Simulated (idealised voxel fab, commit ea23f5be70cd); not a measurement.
The following is a process module called voxel double patterning.
Cross-section cut: width 240 nm, square cells of 5 nm.
If you're reading a cross-section in this doc, picture square cells in a grid; it comes to you as bands, top ones listed first down to the bottom, and a band can be one or more rows of cells. In this notation a band is specified by the heights of its top and bottom, in that order and in nm, after which its materials appear from left to right, each paired with its width in nm. The word "full width" attached to a single material means that material fills the band from edge to edge; the word "blank" stands for empty space. Counting heights begins at 0, where everything beneath is, in the wafer as received, one material. The lowest band has no bottom; it goes on downwards, as "z 0 and below" shows. A width such as "30 to 40" changes by the same amount from each row of cells to the next, from the band's top row to its bottom row. No cell of the cross-section changed in a step that is given as "no change". So "Voids, fully enclosed" is basically the list of trapped voids: any empty space of 8 cells or more that can't reach the top through an opening. They're written width x height at distance, the distance being from the left edge, and it's all nm. It should be noted that, on the line of a given step, the content following the step's settings is a remark produced by the simulator itself with respect to that step. The line of a step may include "overlay nm". On a step with a mask, this value is how far to the right of its planned place the mask lay. A negative value means the mask lay to the left.
### Below is the list of planned process steps
1: RECEIVE, material Si
2: CONFORMAL_DEP, material SiO2, thk nm 10
3: DIRECTIONAL_DEP, material W, thk nm 15
4: DIRECTIONAL_DEP, material SiCN, thk nm 5
5: PATTERN, tone open, mask id FIRST, material resist, width nm 15, pitch nm 50, thk nm 15, overlay nm 0
6: DIRECTIONAL_ETCH, etch materials SiCN, depth nm 5
7: STRIP, etch materials resist
8: MASKED_ETCH, tone open, mask id SECOND, width nm 15, pitch nm 50, etch materials SiCN, depth nm 5, overlay nm 0
9: DIRECTIONAL_ETCH, etch materials W, depth nm 15
10: STRIP, etch materials SiCN
### Cross-section of the wafer at receipt, which is the condition after step 1
	z 0 and below | Si full width
	Voids, fully enclosed: none
### First of two wafers: cross-section at end of module, run per plan
	z 25 to 10 | 60 W, then 15 blank, then 10 W, then 15 blank, then 10 W, then 15 blank, then 10 W, then 15 blank, then 10 W, then 15 blank, then 65 W
	z 10 to 0 | SiO2 full width
	z 0 and below | Si full width
	Voids, fully enclosed: none
### The second wafer, shown in cross-section after the module: started the same way as the first and given the same plan, yet one mistake crept into how it was run
	z 25 to 15 | SiO2 full width
	z 15 to 0 | W full width
	z 0 and below | Si full width
	Voids, fully enclosed: none
Short version of what went wrong: the intended sequence of steps 2 and 3 was reversed during processing, with each occupying the position of the other
The final cell counts differ between the wafers, with the second having more or fewer of some materials than the first: W: 45 more
